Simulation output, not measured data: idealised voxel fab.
You're looking at the process module voxel released beams.
Cross-section cut spans 220 nm and uses square cells 5 nm in size.
Cross-section layout: square cells on a grid; listed as bands, top to bottom; a band spans one or more cell rows. The band entry comprises the height of the band's top followed by the height of its bottom, expressed in nm, and subsequently the band's materials from left to right, each stated together with its width in nm. Where a single material is marked with the word "everywhere", that material fills the band from edge to edge. The word "air" represents empty space. All heights in this document are referenced to 0, defined as the level beneath which the wafer, as received, consists entirely of one material. The lowest band is not bounded below; it extends indefinitely downward and is written in the form "0 and below". The expression "30..40" gives the width at the extremes of the band, the first number at its top row of cells and the second at its bottom row, with the width changing by equal amounts from each row to the next in between. "same as before" for a step: no cell of the cross-section changed in that step. What "Enclosed cavities" gives you is every empty space of 8 cells or more that is cut off from the top. Each appears as width x height at distance, with the distance taken from the left edge and width, height and distance all in nm. Text after the settings on a step's line: the simulator's own remark on that step. The optional step-line setting "overlay nm" applies to steps with a mask and quantifies how far to the right of its planned location the mask lay, a negative value indicating leftward placement.

Intended process steps
1: RECEIVE: material Si
2: CONFORMAL_DEP: material SiN, thk nm 5
3: DIRECTIONAL_DEP: material SiO2, thk nm 20
4: PATTERN: tone open, mask id ANCHOR, material resist, width nm 30, thk nm 15, overlay nm 0
5: DIRECTIONAL_ETCH: etch materials SiO2, depth nm 20
6: STRIP: etch materials resist
7: CONFORMAL_DEP: material polySi, thk nm 10
8: PATTERN: tone cover, mask id BEAM, material resist, width nm 95, thk nm 15, overlay nm 0
9: DIRECTIONAL_ETCH: etch materials polySi, depth nm 10
10: STRIP: etch materials resist
11: STRIP: etch materials SiO2

Shown in cross-section is the wafer as received, that is, as it stands after step 1
* 0 and below | Si everywhere
* Enclosed cavities: none

First wafer of two, sectioned at end of module; run went per plan
* 35 down to 25 | air=60  polySi=15  air=10  polySi=70  air=65
* 25 down to 15 | air=65  polySi=10  air=10  polySi=10  air=125
* 15 down to 5 | air=65  polySi=30  air=125
* 5 down to 0 | SiN everywhere
* 0 and below | Si everywhere
* Enclosed cavities: none

Same start, same plan as the first wafer - but one mistake in the run. Cross-section of the second of the two at the end of the module
* 35 down to 25 | air=60  polySi=95  air=65
* 25 down to 5 | polySi everywhere
* 5 down to 0 | SiN everywhere
* 0 and below | Si everywhere
* Enclosed cavities: none
What was done differently from what was planned? step 3 was processed under conditions differing from the plan, specifically as DIRECTIONAL_DEP: material polySi, thk nm 20
Final difference in cells, second wafer against first, listed per material as more or fewer: 160 more of polySi
